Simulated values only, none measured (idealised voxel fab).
process module | voxel self aligned vias
cross-section cut | 210 nm wide | cells 5 nm
A cross-section is a grid of square cells, given in bands from the top down. A band is one or more rows of cells.
Each band's line starts with the height of the band's top and of its bottom, in nm. Then come its materials from left to right, each with its width in nm. One material with "throughout" fills the band from edge to edge. "air" is empty space.
Height 0 is the level under which the wafer as received is all one material. The lowest band goes on downwards, as in "0 down".
A width such as "30 to 40" changes by the same amount from each row of cells to the next, from the band's top row to its bottom row.
"no change" after a step means that no cell of the cross-section changed.
closed voids: empty space of 8 cells or more with no open way to the top, each as width x height at its distance from the left edge, in nm
after a step's settings: what the simulator itself notes on the step
overlay nm, on a step with a mask: how far to the right of its planned place the mask lay; to the left if negative
plan
1 op RECEIVE | material Si
2 op CONFORMAL_DEP | material SiO2 | thk nm 10
3 op CONFORMAL_DEP | material SiCN | thk nm 5
4 op DIRECTIONAL_DEP | material SiO2 | thk nm 30
5 op DIRECTIONAL_DEP | material aC | thk nm 10
6 op PATTERN | tone open | mask id LINES | material resist | width nm 25 | pitch nm 55 | thk nm 25 | overlay nm 0
7 op DIRECTIONAL_ETCH | etch materials aC | depth nm 10
8 op STRIP | etch materials resist
9 op DIRECTIONAL_ETCH | etch materials SiO2 | depth nm 30
10 op STRIP | etch materials aC
11 op CONFORMAL_DEP | material TiN | thk nm 5
12 op FILL_DEP | material Ru | thk nm 5
13 op CMP | height nm 45
14 op SELECTIVE_ETCH | etch materials W Ru TiN | depth nm 10
15 op FILL_DEP | material SiN | thk nm 5
16 op CMP | height nm 45
17 op DIRECTIONAL_DEP | material SiO2 | thk nm 15
18 op PATTERN | tone open | mask id VIAS | material resist | width nm 35 | thk nm 15 | overlay nm -15
19 op DIRECTIONAL_ETCH | etch materials SiO2 | depth nm 15
20 op DIRECTIONAL_ETCH | etch materials SiN | depth nm 10
21 op STRIP | etch materials resist
22 op CONFORMAL_DEP | material TiN | thk nm 5
23 op FILL_DEP | material W | thk nm 10
24 op CMP | height nm 60
25 op CONFORMAL_DEP | material SiN | thk nm 5
varied across the wafers: overlay nm of step 18. The plan shows the first wafer's value. All wafers start alike
first wafer as received, after step 1
  0 down: Si throughout
  closed voids: none
first wafer at the end, after step 25
  65 to 60: SiN throughout
  60 to 50: SiO2 45 | TiN 5 | W 25 | TiN 5 | SiO2 130
  50 to 45: SiO2 45 | TiN 25 | W 5 | TiN 5 | SiO2 130
  45 to 40: SiO2 65 | TiN 5 | W 5 | TiN 5 | SiN 10 | SiO2 30 | SiN 25 | SiO2 65
  40 to 35: SiO2 65 | TiN 15 | SiN 10 | SiO2 30 | SiN 25 | SiO2 65
  35 to 20: SiO2 65 | TiN 5 | Ru 15 | TiN 5 | SiO2 30 | TiN 5 | Ru 15 | TiN 5 | SiO2 65
  20 to 15: SiO2 65 | TiN 25 | SiO2 30 | TiN 25 | SiO2 65
  15 to 10: SiCN throughout
  10 to 0: SiO2 throughout
  0 down: Si throughout
  closed voids: none
last wafer at the end
  65 to 60: SiN throughout
  60 to 50: SiO2 75 | TiN 5 | W 25 | TiN 5 | SiO2 100
  50 to 45: SiO2 75 | TiN 5 | W 5 | TiN 25 | SiO2 100
  45 to 40: SiO2 65 | SiN 10 | TiN 5 | W 5 | TiN 5 | SiO2 30 | SiN 25 | SiO2 65
  40 to 35: SiO2 65 | SiN 10 | TiN 15 | SiO2 30 | SiN 25 | SiO2 65
  35 to 20: SiO2 65 | TiN 5 | Ru 15 | TiN 5 | SiO2 30 | TiN 5 | Ru 15 | TiN 5 | SiO2 65
  20 to 15: SiO2 65 | TiN 25 | SiO2 30 | TiN 25 | SiO2 65
  15 to 10: SiCN throughout
  10 to 0: SiO2 throughout
  0 down: Si throughout
  closed voids: none
each wafer at the end: cells of each material gained (+) or lost (-) since it was received, then its closed voids
overlay nm -15 | +18 Ru | +42 SiCN | +56 SiN | +381 SiO2 | +37 TiN | +12 W | closed voids: none
overlay nm -10 | +18 Ru | +42 SiCN | +54 SiN | +381 SiO2 | +37 TiN | +14 W | closed voids: none
overlay nm -5 | +18 Ru | +42 SiCN | +52 SiN | +381 SiO2 | +37 TiN | +16 W | closed voids: none
overlay nm 0 | +18 Ru | +42 SiCN | +52 SiN | +381 SiO2 | +37 TiN | +16 W | closed voids: none
overlay nm 5 | +18 Ru | +42 SiCN | +52 SiN | +381 SiO2 | +37 TiN | +16 W | closed voids: none
overlay nm 10 | +18 Ru | +42 SiCN | +54 SiN | +381 SiO2 | +37 TiN | +14 W | closed voids: none
overlay nm 15 | +18 Ru | +42 SiCN | +56 SiN | +381 SiO2 | +37 TiN | +12 W | closed voids: none
